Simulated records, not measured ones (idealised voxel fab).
The following is a process module called voxel double patterning.
Section shown: cut. Width: 230 nm. Cell size: 5 nm, square.
A cross-section is a grid of square cells, given in bands from the top down. A band is one or more rows of cells.
It is stipulated that each band's entry specify, in nanometres, the height of the top of the band and then that of its bottom, followed by the materials of the band in left-to-right sequence, each together with its width in nanometres. A single material marked by the word "edge to edge" is understood to fill the band from edge to edge; the word "blank" is understood to denote empty space.
Height 0 is the level under which the wafer as received is all one material. The lowest band goes on downwards, as in "0 -> down".
A two-number width, for instance "30 to 40", indicates that the width is equal to the first number in the top row of the band and to the second number in the bottom row, and that it changes by a constant amount per row of cells.
Where a step carries "remained unchanged", the cross-section came out of it unchanged, cell for cell.
"Closed cavity list": empty spaces of 8 cells or more with no open way to the top, each given as width x height at distance, distance from the left edge, all in nm.
It should be noted that, on the line of a given step, the content following the step's settings is a remark produced by the simulator itself with respect to that step.
What "overlay nm" on a step's line means: if the step has a mask, that mask lay this far to the right of its planned place, or, when the value is negative, to the left.
# These are the steps we planned for the process
| 1 | RECEIVE (material Si) |
| 2 | CONFORMAL_DEP (material SiO2; thk nm 5) |
| 3 | DIRECTIONAL_DEP (material TiN; thk nm 10) |
| 4 | DIRECTIONAL_DEP (material SiN; thk nm 5) |
| 5 | MASKED_ETCH (tone open; mask id FIRST; width nm 15; pitch nm 50; etch materials SiN; depth nm 5; overlay nm 0) |
| 6 | MASKED_ETCH (tone open; mask id SECOND; width nm 15; etch materials SiN; depth nm 5; overlay nm -15) |
| 7 | DIRECTIONAL_ETCH (etch materials TiN; depth nm 10) |
| 8 | STRIP (etch materials SiN) |
The wafers in this document start out alike and differ in the overlay nm applied at step 6; the plan shows the value used for the first wafer.
# Cross-section, first of several wafers, as delivered after step 1
> 0 -> down = Si edge to edge
> Closed cavity list: none
# Each row below is a wafer at the end of the module, listing for every material the number of cells it has gained (+) or lost (-) since it was received, followed by its closed voids
overlay nm -15 | +46 SiO2 | +76 TiN | Closed cavity list: none
overlay nm -10 | +46 SiO2 | +74 TiN | Closed cavity list: none
overlay nm -5 | +46 SiO2 | +74 TiN | Closed cavity list: none
overlay nm 0 | +46 SiO2 | +74 TiN | Closed cavity list: none
overlay nm 5 | +46 SiO2 | +74 TiN | Closed cavity list: none
overlay nm 10 | +46 SiO2 | +74 TiN | Closed cavity list: none
overlay nm 15 | +46 SiO2 | +76 TiN | Closed cavity list: none
